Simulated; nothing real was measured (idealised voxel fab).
voxel ribs on slabs: a process module
The figure presents cross-section cut, which has a width of 230 nm and is divided into square cells with an edge length of 5 nm.
Notation: cross-section as square-cell grid; stated in bands, top first, going down; one or more cell rows per band.
Quick guide to a band line: top height, bottom height (nm) up front; then every material left to right with its width in nm. Only one material and it's marked "everywhere"? Then it fills the band edge to edge. And "air" just means empty space.
Measure heights from 0. That's the level where, below it, the as-received wafer is all one material. The lowest band is bottomless and extends downward; write it as in "top 0, no bottom".
Width: "30 to 40" (first number = top row, second number = bottom row, same change from row to row of cells).
"remained unchanged" -> step changed no cross-section cell.
Empty spaces counting at least 8 cells and having no open way to the top are listed in "Voids, sealed". The notation width x height at distance is used for each, the distance being from the left edge and all three values in nm.
Heads up: the bit after the settings on a step's line is the simulator's remark on that step.
A step line may carry the setting "overlay nm", which, for steps involving a mask, states the distance by which the mask lay to the right of its intended position; negative values denote displacement to the left.
Reading key. Pairs: pre-step and post-step cross-section, one process step apart; post-step view only to lowest changed band. Step between + settings: beneath pair. Runs: pairs may be from different runs of this module, same starting wafer. Continuation from pair above: only where "Pre-process state" entry says.

[Pre-process state]
    top 70, bottom 65: TiN everywhere
    top 65, bottom 55: SiO2 everywhere
    top 55, bottom 45: SiO2: 105, then SiN: 20, then SiO2: 105
    top 45, bottom 30: SiO2: 70, then SiN: 85, then SiO2: 75
    top 30, bottom 0: SiO2 everywhere
    top 0, no bottom: Si everywhere
    Voids, sealed: none

[Post-Step Section View]
    top 90, bottom 70: air: 95, then resist: 35, then air: 100
    Below 70, the layers are the same as they were.
    Voids, sealed: none
The transition between the preceding cross-sections is accomplished by PATTERN [tone cover] [mask id HEATER] [material resist] [width nm 35] [thk nm 20] [overlay nm 0]

Pre-process state: as shown after the step in the preceding pair, directly above.

[Post-Step Section View]
    top 90, bottom 70: air: 95, then resist: 35, then air: 100
    top 70, bottom 65: air: 95, then TiN: 35, then air: 100
    Below 65, the layers are the same as they were.
    Voids, sealed: none
The transition between the preceding cross-sections is accomplished by DIRECTIONAL_ETCH [etch materials TiN] [depth nm 5]

Pre-process state: as shown after the step in the preceding pair, directly above.

[Post-Step Section View]
    top 70, bottom 65: air: 95, then TiN: 35, then air: 100
    Below 65, the layers are the same as they were.
    Voids, sealed: none
The transition between the preceding cross-sections is accomplished by STRIP [etch materials resist]

Pre-process state: as shown after the step in the preceding pair, directly above.

[Post-Step Section View]
    top 80, bottom 75: air: 85, then SiN: 55, then air: 90
    top 75, bottom 70: SiN everywhere
    top 70, bottom 65: SiN: 95, then TiN: 35, then SiN: 100
    Below 65, the layers are the same as they were.
    Voids, sealed: none
The transition between the preceding cross-sections is accomplished by CONFORMAL_DEP [material SiN] [thk nm 10]

[Pre-process state]
    top 65, bottom 55: aC everywhere
    top 55, bottom 30: SiN everywhere
    top 30, bottom 0: SiO2 everywhere
    top 0, no bottom: Si everywhere
    Voids, sealed: none

[Post-Step Section View]
    top 90, bottom 65: air: 110, then resist: 25, then air: 95
    Below 65, the layers are the same as they were.
    Voids, sealed: none
The transition between the preceding cross-sections is accomplished by PATTERN [tone cover] [mask id RIB] [material resist] [width nm 25] [thk nm 25] [overlay nm 10]

Pre-process state: as shown after the step in the preceding pair, directly above.

[Post-Step Section View]
    top 80, bottom 65: air: 110, then resist: 25, then air: 95
    top 65, bottom 55: air: 110, then aC: 25, then air: 95
    Below 55, the layers are the same as they were.
    Voids, sealed: none
The transition between the preceding cross-sections is accomplished by DIRECTIONAL_ETCH [etch materials aC] [depth nm 10]

Pre-process state: as shown after the step in the preceding pair, directly above.

[Post-Step Section View]
    top 65, bottom 55: air: 110, then aC: 25, then air: 95
    Below 55, the layers are the same as they were.
    Voids, sealed: none
The transition between the preceding cross-sections is accomplished by STRIP [etch materials resist]

Pre-process state: as shown after the step in the preceding pair, directly above.

[Post-Step Section View]
    top 65, bottom 55: air: 110, then aC: 25, then air: 95
    top 55, bottom 45: air: 110, then SiN: 25, then air: 95
    Below 45, the layers are the same as they were.
    Voids, sealed: none
The transition between the preceding cross-sections is accomplished by DIRECTIONAL_ETCH [etch materials SiN] [depth nm 10]

Pre-process state: as shown after the step in the preceding pair, directly above.

[Post-Step Section View]
    top 55, bottom 45: air: 110, then SiN: 25, then air: 95
    Below 45, the layers are the same as they were.
    Voids, sealed: none
The transition between the preceding cross-sections is accomplished by STRIP [etch materials aC]

Pre-process state: as shown after the step in the preceding pair, directly above.

[Post-Step Section View]
    top 70, bottom 60: air: 110, then aC: 25, then air: 95
    top 60, bottom 55: aC everywhere
    top 55, bottom 45: aC: 110, then SiN: 25, then aC: 95
    Below 45, the layers are the same as they were.
    Voids, sealed: none
The transition between the preceding cross-sections is accomplished by DIRECTIONAL_DEP [material aC] [thk nm 15]

Pre-process state: as shown after the step in the preceding pair, directly above.

[Post-Step Section View]
    top 100, bottom 70: air: 70, then resist: 85, then air: 75
    top 70, bottom 60: air: 70, then resist: 40, then aC: 25, then resist: 20, then air: 75
    Below 60, the layers are the same as they were.
    Voids, sealed: none
The transition between the preceding cross-sections is accomplished by PATTERN [tone cover] [mask id SLAB] [material resist] [width nm 85] [thk nm 30] [overlay nm 0]

Pre-process state: as shown after the step in the preceding pair, directly above.

[Post-Step Section View]
    top 85, bottom 70: air: 70, then resist: 85, then air: 75
    top 70, bottom 60: air: 70, then resist: 40, then aC: 25, then resist: 20, then air: 75
    top 60, bottom 55: air: 70, then aC: 85, then air: 75
    top 55, bottom 45: air: 70, then aC: 40, then SiN: 25, then aC: 20, then air: 75
    Below 45, the layers are the same as they were.
    Voids, sealed: none
The transition between the preceding cross-sections is accomplished by DIRECTIONAL_ETCH [etch materials aC] [depth nm 15]

Pre-process state: as shown after the step in the preceding pair, directly above.

[Post-Step Section View]
    top 70, bottom 60: air: 110, then aC: 25, then air: 95
    Below 60, the layers are the same as they were.
    Voids, sealed: none
The transition between the preceding cross-sections is accomplished by STRIP [etch materials resist]

Pre-process state: as shown after the step in the preceding pair, directly above.

[Post-Step Section View]
    top 70, bottom 60: air: 110, then aC: 25, then air: 95
    top 60, bottom 55: air: 70, then aC: 85, then air: 75
    top 55, bottom 45: air: 70, then aC: 40, then SiN: 25, then aC: 20, then air: 75
    top 45, bottom 30: air: 70, then SiN: 85, then air: 75
    Below 30, the layers are the same as they were.
    Voids, sealed: none
The transition between the preceding cross-sections is accomplished by DIRECTIONAL_ETCH [etch materials SiN] [depth nm 15]

Pre-process state: as shown after the step in the preceding pair, directly above.

[Post-Step Section View]
    top 55, bottom 45: air: 110, then SiN: 25, then air: 95
    Below 45, the layers are the same as they were.
    Voids, sealed: none
The transition between the preceding cross-sections is accomplished by STRIP [etch materials aC]

Pre-process state: as shown after the step in the preceding pair, directly above.

[Post-Step Section View]
    top 70, bottom 55: SiO2 everywhere
    top 55, bottom 45: SiO2: 110, then SiN: 25, then SiO2: 95
    top 45, bottom 30: SiO2: 70, then SiN: 85, then SiO2: 75
    Below 30, the layers are the same as they were.
    Voids, sealed: none
The transition between the preceding cross-sections is accomplished by FILL_DEP [material SiO2] [thk nm 15]

Pre-process state: as shown after the step in the preceding pair, directly above.

[Post-Step Section View]
    top 65, bottom 55: SiO2 everywhere
    Below 55, the layers are the same as they were.
    Voids, sealed: none
The transition between the preceding cross-sections is accomplished by CMP [height nm 65]

Pre-process state: as shown after the step in the preceding pair, directly above.

[Post-Step Section View]
    top 70, bottom 65: TiN everywhere
    Below 65, the layers are the same as they were.
    Voids, sealed: none
The transition between the preceding cross-sections is accomplished by DIRECTIONAL_DEP [material TiN] [thk nm 5]

Pre-process state: as shown after the step in the preceding pair, directly above.

[Post-Step Section View]
    top 90, bottom 70: air: 95, then resist: 35, then air: 100
    Below 70, the layers are the same as they were.
    Voids, sealed: none
The transition between the preceding cross-sections is accomplished by PATTERN [tone cover] [mask id HEATER] [material resist] [width nm 35] [thk nm 20] [overlay nm 0]

Pre-process state: as shown after the step in the preceding pair, directly above.

[Post-Step Section View]
    top 90, bottom 70: air: 95, then resist: 35, then air: 100
    top 70, bottom 65: air: 95, then TiN: 35, then air: 100
    Below 65, the layers are the same as they were.
    Voids, sealed: none
The transition between the preceding cross-sections is accomplished by DIRECTIONAL_ETCH [etch materials TiN] [depth nm 5]

Pre-process state: as shown after the step in the preceding pair, directly above.

[Post-Step Section View]
    top 70, bottom 65: air: 95, then TiN: 35, then air: 100
    Below 65, the layers are the same as they were.
    Voids, sealed: none
The transition between the preceding cross-sections is accomplished by STRIP [etch materials resist]

Pre-process state: as shown after the step in the preceding pair, directly above.

[Post-Step Section View]
    top 80, bottom 75: air: 85, then SiN: 55, then air: 90
    top 75, bottom 70: SiN everywhere
    top 70, bottom 65: SiN: 95, then TiN: 35, then SiN: 100
    Below 65, the layers are the same as they were.
    Voids, sealed: none
The transition between the preceding cross-sections is accomplished by CONFORMAL_DEP [material SiN] [thk nm 10]

[Pre-process state]
    top 0, no bottom: Si everywhere
    Voids, sealed: none

[Post-Step Section View]
    top 30, bottom 0: TiN everywhere
    Below 0, the layers are the same as they were.
    Voids, sealed: none
The transition between the preceding cross-sections is accomplished by DIRECTIONAL_DEP [material TiN] [thk nm 30]

Pre-process state: as shown after the step in the preceding pair, directly above.

[Post-Step Section View]
    top 55, bottom 30: SiN everywhere
    Below 30, the layers are the same as they were.
    Voids, sealed: none
The transition between the preceding cross-sections is accomplished by DIRECTIONAL_DEP [material SiN] [thk nm 25]

Pre-process state: as shown after the step in the preceding pair, directly above.

[Post-Step Section View]
    top 65, bottom 55: aC everywhere
    Below 55, the layers are the same as they were.
    Voids, sealed: none
The transition between the preceding cross-sections is accomplished by DIRECTIONAL_DEP [material aC] [thk nm 10]

Pre-process state: as shown after the step in the preceding pair, directly above.

[Post-Step Section View]
    top 90, bottom 65: air: 100, then resist: 25, then air: 105
    Below 65, the layers are the same as they were.
    Voids, sealed: none
The transition between the preceding cross-sections is accomplished by PATTERN [tone cover] [mask id RIB] [material resist] [width nm 25] [thk nm 25] [overlay nm 0]

Pre-process state: as shown after the step in the preceding pair, directly above.

[Post-Step Section View]
    top 80, bottom 65: air: 100, then resist: 25, then air: 105
    top 65, bottom 55: air: 100, then aC: 25, then air: 105
    Below 55, the layers are the same as they were.
    Voids, sealed: none
The transition between the preceding cross-sections is accomplished by DIRECTIONAL_ETCH [etch materials aC] [depth nm 10]

Pre-process state: as shown after the step in the preceding pair, directly above.

[Post-Step Section View]
    top 65, bottom 55: air: 100, then aC: 25, then air: 105
    Below 55, the layers are the same as they were.
    Voids, sealed: none
The transition between the preceding cross-sections is accomplished by STRIP [etch materials resist]

Pre-process state: as shown after the step in the preceding pair, directly above.

[Post-Step Section View]
    top 65, bottom 55: air: 100, then aC: 25, then air: 105
    top 55, bottom 45: air: 100, then SiN: 25, then air: 105
    Below 45, the layers are the same as they were.
    Voids, sealed: none
The transition between the preceding cross-sections is accomplished by DIRECTIONAL_ETCH [etch materials SiN] [depth nm 10]

Pre-process state: as shown after the step in the preceding pair, directly above.

[Post-Step Section View]
    top 55, bottom 45: air: 100, then SiN: 25, then air: 105
    Below 45, the layers are the same as they were.
    Voids, sealed: none
The transition between the preceding cross-sections is accomplished by STRIP [etch materials aC]

Pre-process state: as shown after the step in the preceding pair, directly above.

[Post-Step Section View]
    top 70, bottom 60: air: 100, then aC: 25, then air: 105
    top 60, bottom 55: aC everywhere
    top 55, bottom 45: aC: 100, then SiN: 25, then aC: 105
    Below 45, the layers are the same as they were.
    Voids, sealed: none
The transition between the preceding cross-sections is accomplished by DIRECTIONAL_DEP [material aC] [thk nm 15]

Pre-process state: as shown after the step in the preceding pair, directly above.

[Post-Step Section View]
    top 100, bottom 70: air: 70, then resist: 85, then air: 75
    top 70, bottom 60: air: 70, then resist: 30, then aC: 25, then resist: 30, then air: 75
    Below 60, the layers are the same as they were.
    Voids, sealed: none
The transition between the preceding cross-sections is accomplished by PATTERN [tone cover] [mask id SLAB] [material resist] [width nm 85] [thk nm 30] [overlay nm 0]

Pre-process state: as shown after the step in the preceding pair, directly above.

[Post-Step Section View]
    top 85, bottom 70: air: 70, then resist: 85, then air: 75
    top 70, bottom 60: air: 70, then resist: 30, then aC: 25, then resist: 30, then air: 75
    top 60, bottom 55: air: 70, then aC: 85, then air: 75
    top 55, bottom 45: air: 70, then aC: 30, then SiN: 25, then aC: 30, then air: 75
    Below 45, the layers are the same as they were.
    Voids, sealed: none
The transition between the preceding cross-sections is accomplished by DIRECTIONAL_ETCH [etch materials aC] [depth nm 15]

Pre-process state: as shown after the step in the preceding pair, directly above.

[Post-Step Section View]
    top 70, bottom 60: air: 100, then aC: 25, then air: 105
    Below 60, the layers are the same as they were.
    Voids, sealed: none
The transition between the preceding cross-sections is accomplished by STRIP [etch materials resist]

Pre-process state: as shown after the step in the preceding pair, directly above.

[Post-Step Section View]
    top 70, bottom 60: air: 100, then aC: 25, then air: 105
    top 60, bottom 55: air: 70, then aC: 85, then air: 75
    top 55, bottom 45: air: 70, then aC: 30, then SiN: 25, then aC: 30, then air: 75
    top 45, bottom 30: air: 70, then SiN: 85, then air: 75
    Below 30, the layers are the same as they were.
    Voids, sealed: none
The transition between the preceding cross-sections is accomplished by DIRECTIONAL_ETCH [etch materials SiN] [depth nm 15]

Pre-process state: as shown after the step in the preceding pair, directly above.

[Post-Step Section View]
    top 55, bottom 45: air: 100, then SiN: 25, then air: 105
    Below 45, the layers are the same as they were.
    Voids, sealed: none
The transition between the preceding cross-sections is accomplished by STRIP [etch materials aC]

Pre-process state: as shown after the step in the preceding pair, directly above.

[Post-Step Section View]
    top 70, bottom 55: SiO2 everywhere
    top 55, bottom 45: SiO2: 100, then SiN: 25, then SiO2: 105
    top 45, bottom 30: SiO2: 70, then SiN: 85, then SiO2: 75
    Below 30, the layers are the same as they were.
    Voids, sealed: none
The transition between the preceding cross-sections is accomplished by FILL_DEP [material SiO2] [thk nm 15]

Pre-process state: as shown after the step in the preceding pair, directly above.

[Post-Step Section View]
    top 65, bottom 55: SiO2 everywhere
    Below 55, the layers are the same as they were.
    Voids, sealed: none
The transition between the preceding cross-sections is accomplished by CMP [height nm 65]

Pre-process state: as shown after the step in the preceding pair, directly above.

[Post-Step Section View]
    top 70, bottom 65: TiN everywhere
    Below 65, the layers are the same as they were.
    Voids, sealed: none
The transition between the preceding cross-sections is accomplished by DIRECTIONAL_DEP [material TiN] [thk nm 5]

Pre-process state: as shown after the step in the preceding pair, directly above.

[Post-Step Section View]
    top 90, bottom 70: air: 95, then resist: 35, then air: 100
    Below 70, the layers are the same as they were.
    Voids, sealed: none
The transition between the preceding cross-sections is accomplished by PATTERN [tone cover] [mask id HEATER] [material resist] [width nm 35] [thk nm 20] [overlay nm 0]

Pre-process state: as shown after the step in the preceding pair, directly above.

[Post-Step Section View]
    top 90, bottom 70: air: 95, then resist: 35, then air: 100
    top 70, bottom 65: air: 95, then TiN: 35, then air: 100
    Below 65, the layers are the same as they were.
    Voids, sealed: none
The transition between the preceding cross-sections is accomplished by DIRECTIONAL_ETCH [etch materials TiN] [depth nm 5]

Pre-process state: as shown after the step in the preceding pair, directly above.

[Post-Step Section View]
    top 70, bottom 65: air: 95, then TiN: 35, then air: 100
    Below 65, the layers are the same as they were.
    Voids, sealed: none
The transition between the preceding cross-sections is accomplished by STRIP [etch materials resist]

Pre-process state: as shown after the step in the preceding pair, directly above.

[Post-Step Section View]
    top 80, bottom 75: air: 85, then SiN: 55, then air: 90
    top 75, bottom 70: SiN everywhere
    top 70, bottom 65: SiN: 95, then TiN: 35, then SiN: 100
    Below 65, the layers are the same as they were.
    Voids, sealed: none
The transition between the preceding cross-sections is accomplished by CONFORMAL_DEP [material SiN] [thk nm 10]

[Pre-process state]
    top 65, bottom 55: aC everywhere
    top 55, bottom 30: SiN everywhere
    top 30, bottom 0: SiO2 everywhere
    top 0, no bottom: Si everywhere
    Voids, sealed: none

[Post-Step Section View]
    top 90, bottom 65: resist: 100, then air: 25, then resist: 105
    Below 65, the layers are the same as they were.
    Voids, sealed: none
The transition between the preceding cross-sections is accomplished by PATTERN [tone open] [mask id RIB] [material resist] [width nm 25] [thk nm 25] [overlay nm 0]

Pre-process state: as shown after the step in the preceding pair, directly above.

[Post-Step Section View]
    top 80, bottom 65: resist: 100, then air: 25, then resist: 105
    top 65, bottom 55: aC: 100, then air: 25, then aC: 105
    Below 55, the layers are the same as they were.
    Voids, sealed: none
The transition between the preceding cross-sections is accomplished by DIRECTIONAL_ETCH [etch materials aC] [depth nm 10]

Pre-process state: as shown after the step in the preceding pair, directly above.

[Post-Step Section View]
    top 65, bottom 55: aC: 100, then air: 25, then aC: 105
    Below 55, the layers are the same as they were.
    Voids, sealed: none
The transition between the preceding cross-sections is accomplished by STRIP [etch materials resist]

Pre-process state: as shown after the step in the preceding pair, directly above.

[Post-Step Section View]
    top 65, bottom 55: aC: 100, then air: 25, then aC: 105
    top 55, bottom 45: SiN: 100, then air: 25, then SiN: 105
    Below 45, the layers are the same as they were.
    Voids, sealed: none
The transition between the preceding cross-sections is accomplished by DIRECTIONAL_ETCH [etch materials SiN] [depth nm 10]

Pre-process state: as shown after the step in the preceding pair, directly above.

[Post-Step Section View]
    top 55, bottom 45: SiN: 100, then air: 25, then SiN: 105
    Below 45, the layers are the same as they were.
    Voids, sealed: none
The transition between the preceding cross-sections is accomplished by STRIP [etch materials aC]

Pre-process state: as shown after the step in the preceding pair, directly above.

[Post-Step Section View]
    top 70, bottom 60: aC: 100, then air: 25, then aC: 105
    top 60, bottom 55: aC everywhere
    top 55, bottom 45: SiN: 100, then aC: 25, then SiN: 105
    Below 45, the layers are the same as they were.
    Voids, sealed: none
The transition between the preceding cross-sections is accomplished by DIRECTIONAL_DEP [material aC] [thk nm 15]

Pre-process state: as shown after the step in the preceding pair, directly above.

[Post-Step Section View]
    top 100, bottom 70: air: 70, then resist: 85, then air: 75
    top 70, bottom 60: aC: 100, then resist: 25, then aC: 105
    Below 60, the layers are the same as they were.
    Voids, sealed: none
The transition between the preceding cross-sections is accomplished by PATTERN [tone cover] [mask id SLAB] [material resist] [width nm 85] [thk nm 30] [overlay nm 0]

Pre-process state: as shown after the step in the preceding pair, directly above.

[Post-Step Section View]
    top 85, bottom 70: air: 70, then resist: 85, then air: 75
    top 70, bottom 60: air: 70, then aC: 30, then resist: 25, then aC: 30, then air: 75
    top 60, bottom 55: air: 70, then aC: 85, then air: 75
    Below 55, the layers are the same as they were.
    Voids, sealed: none
The transition between the preceding cross-sections is accomplished by DIRECTIONAL_ETCH [etch materials aC] [depth nm 15]

Pre-process state: as shown after the step in the preceding pair, directly above.

[Post-Step Section View]
    top 70, bottom 60: air: 70, then aC: 30, then air: 25, then aC: 30, then air: 75
    Below 60, the layers are the same as they were.
    Voids, sealed: none
The transition between the preceding cross-sections is accomplished by STRIP [etch materials resist]

Pre-process state: as shown after the step in the preceding pair, directly above.

[Post-Step Section View]
    top 70, bottom 60: air: 70, then aC: 30, then air: 25, then aC: 30, then air: 75
    top 60, bottom 55: air: 70, then aC: 85, then air: 75
    top 55, bottom 45: air: 70, then SiN: 30, then aC: 25, then SiN: 30, then air: 75
    top 45, bottom 40: air: 70, then SiN: 85, then air: 75
    Below 40, the layers are the same as they were.
    Voids, sealed: none
The transition between the preceding cross-sections is accomplished by DIRECTIONAL_ETCH [etch materials SiN] [depth nm 15]

Pre-process state: as shown after the step in the preceding pair, directly above.

[Post-Step Section View]
    top 55, bottom 45: air: 70, then SiN: 30, then air: 25, then SiN: 30, then air: 75
    Below 45, the layers are the same as they were.
    Voids, sealed: none
The transition between the preceding cross-sections is accomplished by STRIP [etch materials aC]

Pre-process state: as shown after the step in the preceding pair, directly above.

[Post-Step Section View]
    top 70, bottom 55: SiO2 everywhere
    top 55, bottom 45: SiO2: 70, then SiN: 30, then SiO2: 25, then SiN: 30, then SiO2: 75
    top 45, bottom 40: SiO2: 70, then SiN: 85, then SiO2: 75
    Below 40, the layers are the same as they were.
    Voids, sealed: none
The transition between the preceding cross-sections is accomplished by FILL_DEP [material SiO2] [thk nm 15]

Pre-process state: as shown after the step in the preceding pair, directly above.

[Post-Step Section View]
    top 65, bottom 55: SiO2 everywhere
    Below 55, the layers are the same as they were.
    Voids, sealed: none
The transition between the preceding cross-sections is accomplished by CMP [height nm 65]

Pre-process state: as shown after the step in the preceding pair, directly above.

[Post-Step Section View]
    top 70, bottom 65: TiN everywhere
    Below 65, the layers are the same as they were.
    Voids, sealed: none
The transition between the preceding cross-sections is accomplished by DIRECTIONAL_DEP [material TiN] [thk nm 5]

Pre-process state: as shown after the step in the preceding pair, directly above.

[Post-Step Section View]
    top 90, bottom 70: air: 95, then resist: 35, then air: 100
    Below 70, the layers are the same as they were.
    Voids, sealed: none
The transition between the preceding cross-sections is accomplished by PATTERN [tone cover] [mask id HEATER] [material resist] [width nm 35] [thk nm 20] [overlay nm 0]

Pre-process state: as shown after the step in the preceding pair, directly above.

[Post-Step Section View]
    top 90, bottom 70: air: 95, then resist: 35, then air: 100
    top 70, bottom 65: air: 95, then TiN: 35, then air: 100
    Below 65, the layers are the same as they were.
    Voids, sealed: none
The transition between the preceding cross-sections is accomplished by DIRECTIONAL_ETCH [etch materials TiN] [depth nm 5]

Pre-process state: as shown after the step in the preceding pair, directly above.

[Post-Step Section View]
    top 70, bottom 65: air: 95, then TiN: 35, then air: 100
    Below 65, the layers are the same as they were.
    Voids, sealed: none
The transition between the preceding cross-sections is accomplished by STRIP [etch materials resist]

Pre-process state: as shown after the step in the preceding pair, directly above.

[Post-Step Section View]
    top 80, bottom 75: air: 85, then SiN: 55, then air: 90
    top 75, bottom 70: SiN everywhere
    top 70, bottom 65: SiN: 95, then TiN: 35, then SiN: 100
    Below 65, the layers are the same as they were.
    Voids, sealed: none
The transition between the preceding cross-sections is accomplished by CONFORMAL_DEP [material SiN] [thk nm 10]
